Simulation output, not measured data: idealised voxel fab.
process module | voxel self aligned vias
cross-section cut | 175 nm wide | cells 5 nm
A cross-section is a grid of square cells, given in bands from the top down. A band is one or more rows of cells.
Each band's line starts with the height of the band's top and of its bottom, in nm. Then come its materials from left to right, each with its width in nm. One material with "throughout" fills the band from edge to edge. "air" is empty space.
Height 0 is the level under which the wafer as received is all one material. The lowest band goes on downwards, as in "0 down".
A width such as "30 to 40" changes by the same amount from each row of cells to the next, from the band's top row to its bottom row.
"no change" after a step means that no cell of the cross-section changed.
closed voids: empty space of 8 cells or more with no open way to the top, each as width x height at its distance from the left edge, in nm
after a step's settings: what the simulator itself notes on the step
overlay nm, on a step with a mask: how far to the right of its planned place the mask lay; to the left if negative
plan
1 op RECEIVE | material Si
2 op CONFORMAL_DEP | material SiO2 | thk nm 10
3 op CONFORMAL_DEP | material SiCN | thk nm 5
4 op DIRECTIONAL_DEP | material lowk | thk nm 30
5 op PATTERN | tone open | mask id LINES | material resist | width nm 30 | pitch nm 65 | thk nm 15 | overlay nm 0
6 op DIRECTIONAL_ETCH | etch materials lowk | depth nm 30
7 op STRIP | etch materials resist
8 op CONFORMAL_DEP | material TiN | thk nm 5
9 op FILL_DEP | material W | thk nm 10
10 op CMP | height nm 45
11 op SELECTIVE_ETCH | etch materials W Ru TiN | depth nm 10
12 op FILL_DEP | material SiN | thk nm 5
13 op CMP | height nm 45
14 op DIRECTIONAL_DEP | material lowk | thk nm 20
15 op PATTERN | tone open | mask id VIAS | material resist | width nm 40 | thk nm 20 | overlay nm 0
16 op DIRECTIONAL_ETCH | etch materials lowk | depth nm 20
17 op DIRECTIONAL_ETCH | etch materials SiN | depth nm 10
18 op STRIP | etch materials resist
19 op CONFORMAL_DEP | material TiN | thk nm 5
20 op FILL_DEP | material Cu | thk nm 10
21 op CMP | height nm 65
22 op CONFORMAL_DEP | material SiN | thk nm 5
as received, after step 1
  0 down: Si throughout
  closed voids: none
first wafer at the end, as planned
  70 to 65: SiN throughout
  65 to 50: lowk 35 | TiN 5 | Cu 30 | TiN 5 | lowk 100
  50 to 45: lowk 35 | TiN 10 | Cu 20 | TiN 10 | lowk 100
  45 to 40: lowk 40 | TiN 5 | Cu 20 | TiN 5 | lowk 35 | SiN 30 | lowk 40
  40 to 35: lowk 40 | TiN 30 | lowk 35 | SiN 30 | lowk 40
  35 to 20: lowk 40 | TiN 5 | W 20 | TiN 5 | lowk 35 | TiN 5 | W 20 | TiN 5 | lowk 40
  20 to 15: lowk 40 | TiN 30 | lowk 35 | TiN 30 | lowk 40
  15 to 10: SiCN throughout
  10 to 0: SiO2 throughout
  0 down: Si throughout
  closed voids: none
second wafer at the end: like start, like plan, one mistake
  70 to 65: SiN throughout
  65 to 50: lowk 35 | TiN 5 | Cu 30 | TiN 5 | lowk 100
  50 to 45: lowk 35 | TiN 10 | Cu 20 | TiN 10 | lowk 100
  45 to 40: lowk 40 | TiN 5 | Cu 20 | TiN 5 | lowk 35 | SiN 30 | lowk 40
  40 to 35: lowk 40 | TiN 30 | lowk 35 | SiN 30 | lowk 40
  35 to 20: lowk 40 | TiN 5 | W 20 | TiN 5 | lowk 35 | TiN 5 | W 20 | TiN 5 | lowk 40
  20 to 15: lowk 40 | TiN 30 | lowk 35 | TiN 30 | lowk 40
  15 to 5: SiO2 throughout
  5 to 0: SiCN throughout
  0 down: Si throughout
  closed voids: none
what went wrong: steps 2 and 3 were swapped
at the end the second wafer has, in cells: as many of each material as the first, in other places
